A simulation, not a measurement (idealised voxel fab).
Proc. module: voxel trench capacitor
In the cross-section labelled cut, the width is 285 nm and each square cell is 5 nm.
Notation: cross-section as square-cell grid; stated in bands, top first, going down; one or more cell rows per band.
A band entry consists of two parts. The first gives the height of the band's top and the height of its bottom, in nm. The rest lists the band's materials from left to right, each with its width in nm. A single material labelled with the word "all across" fills the band from edge to edge, and the word "empty" marks empty space.
Heights from 0 (as-received wafer is one material below). Bottom band endless downward, as "top 0, no bottom".
The two numbers in a width such as "30..40" mark its ends across the band: the first belongs to the top row of cells, the second to the bottom row, and from each row to the next the width moves by the same amount.
Step note "stayed the same" = no cross-section cell changed.
In the "Cavities, closed" entry, you get each enclosed empty space of 8 cells or more, one with no open way to the top, written width x height at distance, distance from the left edge, in nm.
The remark found on a step's line after its settings is issued by the simulator itself and pertains to that step.
overlay nm: mask offset rightward from planned place, masked step; negative means leftward offset.
**Process steps foreseen in the plan**
| 1 | RECEIVE: material Si |
| 2 | CONFORMAL_DEP: material SiN, thk nm 5 |
| 3 | DIRECTIONAL_DEP: material aC, thk nm 10 |
| 4 | PATTERN: tone open, mask id TRENCH, material resist, width nm 20, pitch nm 60, thk nm 25, overlay nm 0 |
| 5 | DIRECTIONAL_ETCH: etch materials aC, depth nm 10 |
| 6 | STRIP: etch materials resist |
| 7 | DIRECTIONAL_ETCH: etch materials SiN, depth nm 5 |
| 8 | DIRECTIONAL_ETCH: etch materials Si, depth nm 30 |
| 9 | STRIP: etch materials aC |
| 10 | CONFORMAL_DEP: material HfO2, thk nm 5 |
| 11 | CONFORMAL_DEP: material TiN, thk nm 5 |
| 12 | FILL_DEP: material W, thk nm 10 |
| 13 | CMP: height nm 5 |
The wafers are alike at the start. At step 4, their width nm differs. The plan lists the first wafer's value.
**Cross-section, first of several wafers, as delivered after step 1**
  top 0, no bottom | Si all across
  Cavities, closed: none
**Cross-section of the first of several wafers once the module has run through its last step, step 13**
  top 5, bottom 0 | SiN=40 / HfO2=5 / TiN=10 / HfO2=5 / SiN=40 / HfO2=5 / TiN=10 / HfO2=5 / SiN=40 / HfO2=5 / TiN=10 / HfO2=5 / SiN=40 / HfO2=5 / TiN=10 / HfO2=5 / SiN=45
  top 0, bottom -25 | Si=40 / HfO2=5 / TiN=10 / HfO2=5 / Si=40 / HfO2=5 / TiN=10 / HfO2=5 / Si=40 / HfO2=5 / TiN=10 / HfO2=5 / Si=40 / HfO2=5 / TiN=10 / HfO2=5 / Si=45
  top -25, bottom -30 | Si=40 / HfO2=20 / Si=40 / HfO2=20 / Si=40 / HfO2=20 / Si=40 / HfO2=20 / Si=45
  top -30, no bottom | Si all across
  Cavities, closed: none
**Here's the last wafer cross-sectioned at the end of the module**
  top 5, bottom 0 | SiN=30 / HfO2=5 / TiN=5 / W=25 / TiN=5 / HfO2=5 / SiN=15 / HfO2=5 / TiN=5 / W=25 / TiN=5 / HfO2=5 / SiN=15 / HfO2=5 / TiN=5 / W=25 / TiN=5 / HfO2=5 / SiN=15 / HfO2=5 / TiN=5 / W=25 / TiN=5 / HfO2=5 / SiN=30
  top 0, bottom -20 | Si=30 / HfO2=5 / TiN=5 / W=25 / TiN=5 / HfO2=5 / Si=15 / HfO2=5 / TiN=5 / W=25 / TiN=5 / HfO2=5 / Si=15 / HfO2=5 / TiN=5 / W=25 / TiN=5 / HfO2=5 / Si=15 / HfO2=5 / TiN=5 / W=25 / TiN=5 / HfO2=5 / Si=30
  top -20, bottom -25 | Si=30 / HfO2=5 / TiN=35 / HfO2=5 / Si=15 / HfO2=5 / TiN=35 / HfO2=5 / Si=15 / HfO2=5 / TiN=35 / HfO2=5 / Si=15 / HfO2=5 / TiN=35 / HfO2=5 / Si=30
  top -25, bottom -30 | Si=30 / HfO2=45 / Si=15 / HfO2=45 / Si=15 / HfO2=45 / Si=15 / HfO2=45 / Si=30
  top -30, no bottom | Si all across
  Cavities, closed: none
**Tabulated below, wafer by wafer, are the end-of-module results: for each material, the number of cells gained (+) or lost (-) relative to the as-received state, followed by the closed voids**
width nm 20, +64 HfO2, -96 Si, +41 SiN, +48 TiN, Cavities, closed: none
width nm 25, +68 HfO2, -120 Si, +37 SiN, +52 TiN, +20 W, Cavities, closed: none
width nm 30, +72 HfO2, -144 Si, +33 SiN, +56 TiN, +40 W, Cavities, closed: none
width nm 35, +76 HfO2, -168 Si, +29 SiN, +60 TiN, +60 W, Cavities, closed: none
width nm 40, +80 HfO2, -192 Si, +25 SiN, +64 TiN, +80 W, Cavities, closed: none
width nm 45, +84 HfO2, -216 Si, +21 SiN, +68 TiN, +100 W, Cavities, closed: none
